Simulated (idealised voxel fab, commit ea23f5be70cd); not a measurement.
Process module in this document: voxel lift off
Section cut is 155 nm wide and gridded with 5 nm square cells.
A cross-section in this document is a grid of square cells, and it is written down as bands, the top band listed before the ones below it; a band is made up of one or more rows of cells.
First you get the band's top height and its bottom height, in nm, and then the materials it's made of, left to right, with each width in nm. If you see a single material with "full width", that one covers the band edge to edge. "blank" is empty space.
Height 0 is the level under which the wafer as received is all one material. The lowest band goes on downwards, as in "0..down".
The two numbers in a width such as "30->40" mark its ends across the band: the first belongs to the top row of cells, the second to the bottom row, and from each row to the next the width moves by the same amount.
Basically "remains unaltered" means that step didn't change any cell in the cross-section.
In "Fully closed voids" the enclosed voids are listed, meaning empty spaces of 8 cells or larger without any opening to the top. The form is width x height at distance, distance from the left edge, units nm.
Step line, after settings: the simulator's comment on this step.
If you see "overlay nm" on a step's line and that step has a mask, it's telling you how far right of where it was planned the mask ended up; a negative number means it went left instead.
## plan
- 1: RECEIVE: material Si
- 2: CONFORMAL_DEP: material SiO2, thk nm 15
- 3: PATTERN: tone open, mask id LINES, material resist, width nm 20, pitch nm 50, thk nm 30, overlay nm 0
- 4: DIRECTIONAL_DEP: material Ru, thk nm 15
- 5: STRIP: etch materials resist
- 6: CONFORMAL_DEP: material SiCN, thk nm 10
## First of two wafers, with the run carried out as planned
## Cross-section of the wafer at receipt, which is the condition after step 1
- 0..down = Si full width
- Fully closed voids: none
## The following cross-section depicts the wafer upon completion of step 2
- 15..0 = SiO2 full width
- No changes below 0.
## The following cross-section depicts the wafer upon completion of step 3
- 45..15 = resist 15; blank 20; resist 30; blank 20; resist 30; blank 20; resist 20
- No changes below 15.
## The following cross-section depicts the wafer upon completion of step 4
- 60..45 = Ru 15; blank 20; Ru 30; blank 20; Ru 30; blank 20; Ru 20
- 45..30 = resist 15; blank 20; resist 30; blank 20; resist 30; blank 20; resist 20
- 30..15 = resist 15; Ru 20; resist 30; Ru 20; resist 30; Ru 20; resist 20
- No changes below 15.
## The following cross-section depicts the wafer upon completion of step 5
- 30..15 = blank 15; Ru 20; blank 30; Ru 20; blank 30; Ru 20; blank 20
- No changes below 15.
## The following cross-section depicts the wafer upon completion of step 6
- 40..30 = blank 5; SiCN 40; blank 10; SiCN 40; blank 10; SiCN 40; blank 10
- 30..25 = blank 5; SiCN 10; Ru 20; SiCN 10; blank 10; SiCN 10; Ru 20; SiCN 10; blank 10; SiCN 10; Ru 20; SiCN 10; blank 10
- 25..15 = SiCN 15; Ru 20; SiCN 30; Ru 20; SiCN 30; Ru 20; SiCN 20
- No changes below 15.
## Regarding the second of the two wafers: it shared the first wafer's starting condition and process plan, yet one error occurred during its execution. Its history coincides with that of the first wafer up to and including step 2
## Cross-section of the second wafer corresponding to the planned conclusion of step 3
- 45..15 = resist 20; blank 20; resist 30; blank 20; resist 30; blank 20; resist 15
- No changes below 15.
## Cross-section of the second wafer corresponding to the planned conclusion of step 4
- 60..45 = Ru 20; blank 20; Ru 30; blank 20; Ru 30; blank 20; Ru 15
- 45..30 = resist 20; blank 20; resist 30; blank 20; resist 30; blank 20; resist 15
- 30..15 = resist 20; Ru 20; resist 30; Ru 20; resist 30; Ru 20; resist 15
- No changes below 15.
## Cross-section of the second wafer corresponding to the planned conclusion of step 5
- 30..15 = blank 20; Ru 20; blank 30; Ru 20; blank 30; Ru 20; blank 15
- No changes below 15.
## Cross-section of the second wafer corresponding to the planned conclusion of step 6
- 40..30 = blank 10; SiCN 40; blank 10; SiCN 40; blank 10; SiCN 40; blank 5
- 30..25 = blank 10; SiCN 10; Ru 20; SiCN 10; blank 10; SiCN 10; Ru 20; SiCN 10; blank 10; SiCN 10; Ru 20; SiCN 10; blank 5
- 25..15 = SiCN 20; Ru 20; SiCN 30; Ru 20; SiCN 30; Ru 20; SiCN 15
- No changes below 15.
The mistake made against the process plan was this: planned and actual differ for step 3; actual: PATTERN: tone open, mask id LINES, material resist, width nm 20, pitch nm 50, thk nm 30, overlay nm 5
Final wafers compared: equal cell tally per material, rearranged layout.
